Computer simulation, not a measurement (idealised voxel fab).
Proc. module: voxel spacer lines
Cross-sectional view cut (width: 225 nm; square cell size: 5 nm).
We lay out every cross-section as a grid of square cells and spell it out in bands from the top down, where one band means one or more rows of cells.
Read a band's entry like this: the first values are the height of its top and the height of its bottom in nm, and what follows is the sequence of materials from left to right, each with its width in nm. Note that "empty" is empty space, and that a single material marked "all across" reaches across the band from edge to edge.
Height 0 is the level under which the wafer as received is all one material. The lowest band goes on downwards, as in "from 0 down".
When a width is written as two numbers, as in "30 to 40", the first number is the width in the top row of cells of the band and the second is the width in its bottom row, and the width changes by the same amount from each row to the next.
Any step labelled "nothing was modified" changed none of the cells in the cross-section.
"Closed voids list": empty spaces of 8 cells or more with no open way to the top, each given as width x height at distance, distance from the left edge, all in nm.
Heads up: the bit after the settings on a step's line is the simulator's remark on that step.
Steps that use a mask can have "overlay nm" on their line. It says how far the mask sat to the right of where it was meant to be. Negative means to the left.

So here's the lineup of process steps we planned:
- 1: RECEIVE (material Si)
- 2: CONFORMAL_DEP (material Al2O3; thk nm 10)
- 3: DIRECTIONAL_DEP (material polySi; thk nm 10)
- 4: DIRECTIONAL_DEP (material aC; thk nm 25)
- 5: PATTERN (tone cover; mask id MANDREL; material resist; width nm 25; pitch nm 70; thk nm 30; overlay nm 0)
- 6: DIRECTIONAL_ETCH (etch materials aC; depth nm 25)
- 7: STRIP (etch materials resist)
- 8: CONFORMAL_DEP (material SiO2; thk nm 10)
- 9: DIRECTIONAL_ETCH (etch materials SiO2; depth nm 10)
- 10: STRIP (etch materials aC)
- 11: DIRECTIONAL_ETCH (etch materials polySi; depth nm 10)
- 12: STRIP (etch materials SiO2)

So, the first of our two wafers, run just as we planned it:

Cross-sectional view of the wafer in its as-received condition, corresponding to the state after step 1:
from 0 down = Si all across
Closed voids list: none

Once step 2 is through, the wafer looks like this in cross-section:
from 10 to 0 = Al2O3 all across
Under the height 0 nothing was changed.

Once step 3 is through, the wafer looks like this in cross-section:
from 20 to 10 = polySi all across
Under the height 10 nothing was changed.

Once step 4 is through, the wafer looks like this in cross-section:
from 45 to 20 = aC all across
Under the height 20 nothing was changed.

Once step 5 is through, the wafer looks like this in cross-section:
from 75 to 45 = empty (65), then resist (25), then empty (45), then resist (25), then empty (65)
Under the height 45 nothing was changed.

Once step 6 is through, the wafer looks like this in cross-section:
from 50 to 45 = empty (65), then resist (25), then empty (45), then resist (25), then empty (65)
from 45 to 20 = empty (65), then aC (25), then empty (45), then aC (25), then empty (65)
Under the height 20 nothing was changed.

Once step 7 is through, the wafer looks like this in cross-section:
from 45 to 20 = empty (65), then aC (25), then empty (45), then aC (25), then empty (65)
Under the height 20 nothing was changed.

Once step 8 is through, the wafer looks like this in cross-section:
from 55 to 45 = empty (55), then SiO2 (45), then empty (25), then SiO2 (45), then empty (55)
from 45 to 30 = empty (55), then SiO2 (10), then aC (25), then SiO2 (10), then empty (25), then SiO2 (10), then aC (25), then SiO2 (10), then empty (55)
from 30 to 20 = SiO2 (65), then aC (25), then SiO2 (45), then aC (25), then SiO2 (65)
Under the height 20 nothing was changed.

Once step 9 is through, the wafer looks like this in cross-section:
from 45 to 20 = empty (55), then SiO2 (10), then aC (25), then SiO2 (10), then empty (25), then SiO2 (10), then aC (25), then SiO2 (10), then empty (55)
Under the height 20 nothing was changed.

Once step 10 is through, the wafer looks like this in cross-section:
from 45 to 20 = empty (55), then SiO2 (10), then empty (25), then SiO2 (10), then empty (25), then SiO2 (10), then empty (25), then SiO2 (10), then empty (55)
Under the height 20 nothing was changed.

Once step 11 is through, the wafer looks like this in cross-section:
from 45 to 20 = empty (55), then SiO2 (10), then empty (25), then SiO2 (10), then empty (25), then SiO2 (10), then empty (25), then SiO2 (10), then empty (55)
from 20 to 10 = empty (55), then polySi (10), then empty (25), then polySi (10), then empty (25), then polySi (10), then empty (25), then polySi (10), then empty (55)
Under the height 10 nothing was changed.

Once step 12 is through, the wafer looks like this in cross-section:
from 20 to 10 = empty (55), then polySi (10), then empty (25), then polySi (10), then empty (25), then polySi (10), then empty (25), then polySi (10), then empty (55)
Under the height 10 nothing was changed.

Second wafer. Start and plan as for the first. One mistake made in running. Agrees with the first up to and including step 9:

when step 10 should have ended:
from 45 to 20 = empty (55), then SiO2 (10), then empty (25), then SiO2 (10), then empty (25), then SiO2 (10), then empty (25), then SiO2 (10), then empty (55)
Under the height 20 nothing was changed.

when step 11 should have ended:
from 45 to 20 = empty (55), then SiO2 (10), then empty (25), then SiO2 (10), then empty (25), then SiO2 (10), then empty (25), then SiO2 (10), then empty (55)
from 20 to 10 = empty (55), then polySi (10), then empty (25), then polySi (10), then empty (25), then polySi (10), then empty (25), then polySi (10), then empty (55)
Under the height 10 nothing was changed.

when step 12 should have ended:
from 20 to 10 = empty (55), then polySi (10), then empty (25), then polySi (10), then empty (25), then polySi (10), then empty (25), then polySi (10), then empty (55)
Under the height 10 nothing was changed.
Deviation noted in wafer processing: step 10 was run twice
Result: same final cross-section on the two wafers, so no effect from the mistake in this model.
